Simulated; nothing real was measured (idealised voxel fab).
Process module name: voxel wiring stack
The width of the displayed cross-section, cut, is 210 nm; its cells are square, with a size of 5 nm.
This document writes a cross-section as a grid whose cells are square, and gives it as bands, listed from the top down; one or more rows of cells form a band. Heads up on the band format: heights come first, top then bottom, in nm. After that it's the materials left to right, each with its width in nm. A single material flagged "edge to edge" fills the whole band edge to edge, and "blank" means there's empty space there. Where do heights start? At 0: under that level the wafer as delivered is made of one material only. And the lowest band has no floor; it just carries on downward, as in "0..down". It should be noted that a width expressed as "30 to 40" varies in equal increments from row to row of cells within the band, taking the value of the first number at the top row and that of the second number at the bottom row. Reading "no alteration" for a step: not a cell of the cross-section changed in it. Entry "Sealed cavities". Content: empty spaces with no open connection to the top, size 8 cells or greater. Each: width x height at distance. Distance: from left edge. Unit: nm. Note: text after step settings on the step line = simulator remark on that step. overlay nm: where the mask lay relative to plan, measured to the right, on steps with a mask; negatives go left.

-- Process steps - plan
step 1: RECEIVE: material Si
step 2: CONFORMAL_DEP: material SiO2, thk nm 10
step 3: CONFORMAL_DEP: material SiN, thk nm 5
step 4: DIRECTIONAL_DEP: material lowk, thk nm 25
step 5: DIRECTIONAL_DEP: material aC, thk nm 15
step 6: PATTERN: tone open, mask id METAL_1, material resist, width nm 30, pitch nm 45, thk nm 30, overlay nm 0
step 7: DIRECTIONAL_ETCH: etch materials aC, depth nm 15
step 8: STRIP: etch materials resist
step 9: DIRECTIONAL_ETCH: etch materials lowk, depth nm 25
step 10: DIRECTIONAL_ETCH: etch materials SiN, depth nm 5
step 11: STRIP: etch materials aC
step 12: CONFORMAL_DEP: material TiN, thk nm 5
step 13: FILL_DEP: material Cu, thk nm 5
step 14: CMP: height nm 40
step 15: CONFORMAL_DEP: material SiCN, thk nm 5
step 16: DIRECTIONAL_DEP: material lowk, thk nm 35
step 17: DIRECTIONAL_DEP: material aC, thk nm 15
step 18: PATTERN: tone open, mask id METAL_2_HOLES, material resist, width nm 15, thk nm 35, overlay nm 0
step 19: DIRECTIONAL_ETCH: etch materials aC, depth nm 15
step 20: STRIP: etch materials resist
step 21: DIRECTIONAL_ETCH: etch materials lowk, depth nm 35
step 22: STRIP: etch materials aC
step 23: DIRECTIONAL_DEP: material aC, thk nm 15
step 24: PATTERN: tone open, mask id METAL_2, material resist, width nm 30, pitch nm 45, thk nm 30, overlay nm 0
step 25: DIRECTIONAL_ETCH: etch materials aC, depth nm 15
step 26: STRIP: etch materials resist
step 27: DIRECTIONAL_ETCH: etch materials lowk, depth nm 20
step 28: DIRECTIONAL_ETCH: etch materials SiCN, depth nm 5
step 29: STRIP: etch materials aC
step 30: CONFORMAL_DEP: material TiN, thk nm 5
step 31: FILL_DEP: material Cu, thk nm 5
step 32: CMP: height nm 80
step 33: CONFORMAL_DEP: material SiCN, thk nm 5
step 34: DIRECTIONAL_DEP: material SiO2, thk nm 15
step 35: MASKED_ETCH: tone open, mask id PLUG_2, width nm 15, etch materials SiO2, depth nm 15, overlay nm 0
step 36: MASKED_ETCH: tone open, mask id PLUG_2, width nm 15, etch materials SiCN, depth nm 5, overlay nm 0
step 37: EPI: material Ru, thk nm 10
step 38: EPI: material Ru, thk nm 10
step 39: CONFORMAL_DEP: material SiN, thk nm 5
step 40: DIRECTIONAL_DEP: material lowk, thk nm 20
step 41: PATTERN: tone open, mask id METAL_3, material resist, width nm 30, pitch nm 45, thk nm 20, overlay nm 0
step 42: DIRECTIONAL_ETCH: etch materials lowk, depth nm 20
step 43: DIRECTIONAL_ETCH: etch materials SiN, depth nm 5
step 44: STRIP: etch materials resist
step 45: CONFORMAL_DEP: material TiN, thk nm 5
step 46: FILL_DEP: material W, thk nm 5
step 47: CMP: height nm 125
step 48: CONFORMAL_DEP: material SiCN, thk nm 5

-- First of two wafers, processed according to plan

-- Cross-section: wafer on arrival = after step 1
> 0..down = Si edge to edge
> Sealed cavities: none

-- Cross-section: wafer state after step 2
> 10..0 = SiO2 edge to edge
> Heights below 0 show no change.

-- Cross-section: wafer state after step 3
> 15..10 = SiN edge to edge
> Heights below 10 show no change.

-- Cross-section: wafer state after step 4
> 40..15 = lowk edge to edge
> Heights below 15 show no change.

-- Cross-section: wafer state after step 5
> 55..40 = aC edge to edge
> Heights below 40 show no change.

-- Cross-section: wafer state after step 6
> 85..55 = resist 65 nm, blank 30 nm, resist 15 nm, blank 30 nm, resist 70 nm
> Heights below 55 show no change.

-- Cross-section: wafer state after step 7
> 70..55 = resist 65 nm, blank 30 nm, resist 15 nm, blank 30 nm, resist 70 nm
> 55..40 = aC 65 nm, blank 30 nm, aC 15 nm, blank 30 nm, aC 70 nm
> Heights below 40 show no change.

-- Cross-section: wafer state after step 8
> 55..40 = aC 65 nm, blank 30 nm, aC 15 nm, blank 30 nm, aC 70 nm
> Heights below 40 show no change.

-- Cross-section: wafer state after step 9
> 55..40 = aC 65 nm, blank 30 nm, aC 15 nm, blank 30 nm, aC 70 nm
> 40..15 = lowk 65 nm, blank 30 nm, lowk 15 nm, blank 30 nm, lowk 70 nm
> Heights below 15 show no change.

-- Cross-section: wafer state after step 10
> 55..40 = aC 65 nm, blank 30 nm, aC 15 nm, blank 30 nm, aC 70 nm
> 40..15 = lowk 65 nm, blank 30 nm, lowk 15 nm, blank 30 nm, lowk 70 nm
> 15..10 = SiN 65 nm, blank 30 nm, SiN 15 nm, blank 30 nm, SiN 70 nm
> Heights below 10 show no change.

-- Cross-section: wafer state after step 11
> 40..15 = lowk 65 nm, blank 30 nm, lowk 15 nm, blank 30 nm, lowk 70 nm
> Heights below 15 show no change.

-- Cross-section: wafer state after step 12
> 45..40 = TiN 70 nm, blank 20 nm, TiN 25 nm, blank 20 nm, TiN 75 nm
> 40..15 = lowk 65 nm, TiN 5 nm, blank 20 nm, TiN 5 nm, lowk 15 nm, TiN 5 nm, blank 20 nm, TiN 5 nm, lowk 70 nm
> 15..10 = SiN 65 nm, TiN 30 nm, SiN 15 nm, TiN 30 nm, SiN 70 nm
> Heights below 10 show no change.

-- Cross-section: wafer state after step 13
> 50..45 = Cu edge to edge
> 45..40 = TiN 70 nm, Cu 20 nm, TiN 25 nm, Cu 20 nm, TiN 75 nm
> 40..15 = lowk 65 nm, TiN 5 nm, Cu 20 nm, TiN 5 nm, lowk 15 nm, TiN 5 nm, Cu 20 nm, TiN 5 nm, lowk 70 nm
> Heights below 15 show no change.

-- Cross-section: wafer state after step 14
> 40..15 = lowk 65 nm, TiN 5 nm, Cu 20 nm, TiN 5 nm, lowk 15 nm, TiN 5 nm, Cu 20 nm, TiN 5 nm, lowk 70 nm
> Heights below 15 show no change.

-- Cross-section: wafer state after step 15
> 45..40 = SiCN edge to edge
> Heights below 40 show no change.

-- Cross-section: wafer state after step 16
> 80..45 = lowk edge to edge
> Heights below 45 show no change.

-- Cross-section: wafer state after step 17
> 95..80 = aC edge to edge
> Heights below 80 show no change.

-- Cross-section: wafer state after step 18
> 130..95 = resist 65 nm, blank 15 nm, resist 130 nm
> Heights below 95 show no change.

-- Cross-section: wafer state after step 19
> 115..95 = resist 65 nm, blank 15 nm, resist 130 nm
> 95..80 = aC 65 nm, blank 15 nm, aC 130 nm
> Heights below 80 show no change.

-- Cross-section: wafer state after step 20
> 95..80 = aC 65 nm, blank 15 nm, aC 130 nm
> Heights below 80 show no change.

-- Cross-section: wafer state after step 21
> 95..80 = aC 65 nm, blank 15 nm, aC 130 nm
> 80..45 = lowk 65 nm, blank 15 nm, lowk 130 nm
> Heights below 45 show no change.

-- Cross-section: wafer state after step 22
> 80..45 = lowk 65 nm, blank 15 nm, lowk 130 nm
> Heights below 45 show no change.

-- Cross-section: wafer state after step 23
> 95..80 = aC 65 nm, blank 15 nm, aC 130 nm
> 80..60 = lowk 65 nm, blank 15 nm, lowk 130 nm
> 60..45 = lowk 65 nm, aC 15 nm, lowk 130 nm
> Heights below 45 show no change.

-- Cross-section: wafer state after step 24
> 125..95 = resist 65 nm, blank 30 nm, resist 15 nm, blank 30 nm, resist 70 nm
> Heights below 95 show no change.

-- Cross-section: wafer state after step 25
> 110..95 = resist 65 nm, blank 30 nm, resist 15 nm, blank 30 nm, resist 70 nm
> 95..80 = aC 65 nm, blank 30 nm, aC 15 nm, blank 30 nm, aC 70 nm
> 80..45 = lowk 65 nm, blank 15 nm, lowk 130 nm
> Heights below 45 show no change.

-- Cross-section: wafer state after step 26
> 95..80 = aC 65 nm, blank 30 nm, aC 15 nm, blank 30 nm, aC 70 nm
> Heights below 80 show no change.

-- Cross-section: wafer state after step 27
> 95..80 = aC 65 nm, blank 30 nm, aC 15 nm, blank 30 nm, aC 70 nm
> 80..60 = lowk 65 nm, blank 30 nm, lowk 15 nm, blank 30 nm, lowk 70 nm
> Heights below 60 show no change.

-- Cross-section: wafer state after step 28
> 95..80 = aC 65 nm, blank 30 nm, aC 15 nm, blank 30 nm, aC 70 nm
> 80..60 = lowk 65 nm, blank 30 nm, lowk 15 nm, blank 30 nm, lowk 70 nm
> 60..45 = lowk 65 nm, blank 15 nm, lowk 130 nm
> 45..40 = SiCN 65 nm, blank 15 nm, SiCN 130 nm
> Heights below 40 show no change.

-- Cross-section: wafer state after step 29
> 80..60 = lowk 65 nm, blank 30 nm, lowk 15 nm, blank 30 nm, lowk 70 nm
> Heights below 60 show no change.

-- Cross-section: wafer state after step 30
> 85..80 = TiN 70 nm, blank 20 nm, TiN 25 nm, blank 20 nm, TiN 75 nm
> 80..65 = lowk 65 nm, TiN 5 nm, blank 20 nm, TiN 5 nm, lowk 15 nm, TiN 5 nm, blank 20 nm, TiN 5 nm, lowk 70 nm
> 65..60 = lowk 65 nm, TiN 5 nm, blank 5 nm, TiN 20 nm, lowk 15 nm, TiN 30 nm, lowk 70 nm
> 60..45 = lowk 65 nm, TiN 5 nm, blank 5 nm, TiN 5 nm, lowk 130 nm
> 45..40 = SiCN 65 nm, TiN 15 nm, SiCN 130 nm
> Heights below 40 show no change.

-- Cross-section: wafer state after step 31
> 90..85 = Cu edge to edge
> 85..80 = TiN 70 nm, Cu 20 nm, TiN 25 nm, Cu 20 nm, TiN 75 nm
> 80..65 = lowk 65 nm, TiN 5 nm, Cu 20 nm, TiN 5 nm, lowk 15 nm, TiN 5 nm, Cu 20 nm, TiN 5 nm, lowk 70 nm
> 65..60 = lowk 65 nm, TiN 5 nm, Cu 5 nm, TiN 20 nm, lowk 15 nm, TiN 30 nm, lowk 70 nm
> 60..45 = lowk 65 nm, TiN 5 nm, Cu 5 nm, TiN 5 nm, lowk 130 nm
> Heights below 45 show no change.

-- Cross-section: wafer state after step 32
> 80..65 = lowk 65 nm, TiN 5 nm, Cu 20 nm, TiN 5 nm, lowk 15 nm, TiN 5 nm, Cu 20 nm, TiN 5 nm, lowk 70 nm
> Heights below 65 show no change.

-- Cross-section: wafer state after step 33
> 85..80 = SiCN edge to edge
> Heights below 80 show no change.

-- Cross-section: wafer state after step 34
> 100..85 = SiO2 edge to edge
> Heights below 85 show no change.

-- Cross-section: wafer state after step 35
> 100..85 = SiO2 65 nm, blank 15 nm, SiO2 130 nm
> Heights below 85 show no change.

-- Cross-section: wafer state after step 36
> 100..85 = SiO2 65 nm, blank 15 nm, SiO2 130 nm
> 85..80 = SiCN 65 nm, blank 15 nm, SiCN 130 nm
> Heights below 80 show no change.

-- Cross-section: wafer state after step 37
> 100..90 = SiO2 65 nm, blank 15 nm, SiO2 130 nm
> 90..85 = SiO2 65 nm, Ru 15 nm, SiO2 130 nm
> 85..80 = SiCN 65 nm, Ru 15 nm, SiCN 130 nm
> Heights below 80 show no change.

-- Cross-section: wafer state after step 38
> 100..85 = SiO2 65 nm, Ru 15 nm, SiO2 130 nm
> Heights below 85 show no change.

-- Cross-section: wafer state after step 39
> 105..100 = SiN edge to edge
> Heights below 100 show no change.

-- Cross-section: wafer state after step 40
> 125..105 = lowk edge to edge
> Heights below 105 show no change.

-- Cross-section: wafer state after step 41
> 145..125 = resist 65 nm, blank 30 nm, resist 15 nm, blank 30 nm, resist 70 nm
> Heights below 125 show no change.

-- Cross-section: wafer state after step 42
> 145..125 = resist 65 nm, blank 30 nm, resist 15 nm, blank 30 nm, resist 70 nm
> 125..105 = lowk 65 nm, blank 30 nm, lowk 15 nm, blank 30 nm, lowk 70 nm
> Heights below 105 show no change.

-- Cross-section: wafer state after step 43
> 145..125 = resist 65 nm, blank 30 nm, resist 15 nm, blank 30 nm, resist 70 nm
> 125..105 = lowk 65 nm, blank 30 nm, lowk 15 nm, blank 30 nm, lowk 70 nm
> 105..100 = SiN 65 nm, blank 30 nm, SiN 15 nm, blank 30 nm, SiN 70 nm
> Heights below 100 show no change.

-- Cross-section: wafer state after step 44
> 125..105 = lowk 65 nm, blank 30 nm, lowk 15 nm, blank 30 nm, lowk 70 nm
> Heights below 105 show no change.

-- Cross-section: wafer state after step 45
> 130..125 = TiN 70 nm, blank 20 nm, TiN 25 nm, blank 20 nm, TiN 75 nm
> 125..105 = lowk 65 nm, TiN 5 nm, blank 20 nm, TiN 5 nm, lowk 15 nm, TiN 5 nm, blank 20 nm, TiN 5 nm, lowk 70 nm
> 105..100 = SiN 65 nm, TiN 30 nm, SiN 15 nm, TiN 30 nm, SiN 70 nm
> Heights below 100 show no change.

-- Cross-section: wafer state after step 46
> 135..130 = W edge to edge
> 130..125 = TiN 70 nm, W 20 nm, TiN 25 nm, W 20 nm, TiN 75 nm
> 125..105 = lowk 65 nm, TiN 5 nm, W 20 nm, TiN 5 nm, lowk 15 nm, TiN 5 nm, W 20 nm, TiN 5 nm, lowk 70 nm
> Heights below 105 show no change.

-- Cross-section: wafer state after step 47
> 125..105 = lowk 65 nm, TiN 5 nm, W 20 nm, TiN 5 nm, lowk 15 nm, TiN 5 nm, W 20 nm, TiN 5 nm, lowk 70 nm
> Heights below 105 show no change.

-- Cross-section: wafer state after step 48
> 130..125 = SiCN edge to edge
> Heights below 125 show no change.

-- What follows concerns the second wafer, which started out like the first and was meant to follow the very same plan; one mistake crept in when it was run, but everything up to and including step 35 is the same as for the first wafer

-- Cross-section of the second wafer at the time by which step 36 should have been completed according to the plan
> 100..85 = SiO2 65 nm, blank 15 nm, SiO2 130 nm
> 85..80 = SiCN 70 nm, blank 10 nm, SiCN 130 nm
> Heights below 80 show no change.

-- Cross-section of the second wafer at the time by which step 37 should have been completed according to the plan
> 100..90 = SiO2 65 nm, blank 15 nm, SiO2 130 nm
> 90..85 = SiO2 65 nm, Ru 15 nm, SiO2 130 nm
> 85..80 = SiCN 70 nm, Ru 10 nm, SiCN 130 nm
> Heights below 80 show no change.

-- Cross-section of the second wafer at the time by which step 38 should have been completed according to the plan
> 100..85 = SiO2 65 nm, Ru 15 nm, SiO2 130 nm
> Heights below 85 show no change.

-- Cross-section of the second wafer at the time by which step 39 should have been completed according to the plan
> 105..100 = SiN edge to edge
> Heights below 100 show no change.

-- Cross-section of the second wafer at the time by which step 40 should have been completed according to the plan
> 125..105 = lowk edge to edge
> Heights below 105 show no change.

-- Cross-section of the second wafer at the time by which step 41 should have been completed according to the plan
> 145..125 = resist 65 nm, blank 30 nm, resist 15 nm, blank 30 nm, resist 70 nm
> Heights below 125 show no change.

-- Cross-section of the second wafer at the time by which step 42 should have been completed according to the plan
> 145..125 = resist 65 nm, blank 30 nm, resist 15 nm, blank 30 nm, resist 70 nm
> 125..105 = lowk 65 nm, blank 30 nm, lowk 15 nm, blank 30 nm, lowk 70 nm
> Heights below 105 show no change.

-- Cross-section of the second wafer at the time by which step 43 should have been completed according to the plan
> 145..125 = resist 65 nm, blank 30 nm, resist 15 nm, blank 30 nm, resist 70 nm
> 125..105 = lowk 65 nm, blank 30 nm, lowk 15 nm, blank 30 nm, lowk 70 nm
> 105..100 = SiN 65 nm, blank 30 nm, SiN 15 nm, blank 30 nm, SiN 70 nm
> Heights below 100 show no change.

-- Cross-section of the second wafer at the time by which step 44 should have been completed according to the plan
> 125..105 = lowk 65 nm, blank 30 nm, lowk 15 nm, blank 30 nm, lowk 70 nm
> Heights below 105 show no change.

-- Cross-section of the second wafer at the time by which step 45 should have been completed according to the plan
> 130..125 = TiN 70 nm, blank 20 nm, TiN 25 nm, blank 20 nm, TiN 75 nm
> 125..105 = lowk 65 nm, TiN 5 nm, blank 20 nm, TiN 5 nm, lowk 15 nm, TiN 5 nm, blank 20 nm, TiN 5 nm, lowk 70 nm
> 105..100 = SiN 65 nm, TiN 30 nm, SiN 15 nm, TiN 30 nm, SiN 70 nm
> Heights below 100 show no change.

-- Cross-section of the second wafer at the time by which step 46 should have been completed according to the plan
> 135..130 = W edge to edge
> 130..125 = TiN 70 nm, W 20 nm, TiN 25 nm, W 20 nm, TiN 75 nm
> 125..105 = lowk 65 nm, TiN 5 nm, W 20 nm, TiN 5 nm, lowk 15 nm, TiN 5 nm, W 20 nm, TiN 5 nm, lowk 70 nm
> Heights below 105 show no change.

-- Cross-section of the second wafer at the time by which step 47 should have been completed according to the plan
> 125..105 = lowk 65 nm, TiN 5 nm, W 20 nm, TiN 5 nm, lowk 15 nm, TiN 5 nm, W 20 nm, TiN 5 nm, lowk 70 nm
> Heights below 105 show no change.

-- Cross-section of the second wafer at the time by which step 48 should have been completed according to the plan
> 130..125 = SiCN edge to edge
> Heights below 125 show no change.
Where did the run depart from the plan? contrary to plan, step 36 was performed as MASKED_ETCH: tone open, mask id PLUG_2, width nm 15, etch materials SiCN, depth nm 5, overlay nm 5
Looking at both finished wafers in cells, the second ends up ahead of or behind the first on some materials: 1 fewer of Ru | 1 more of SiCN
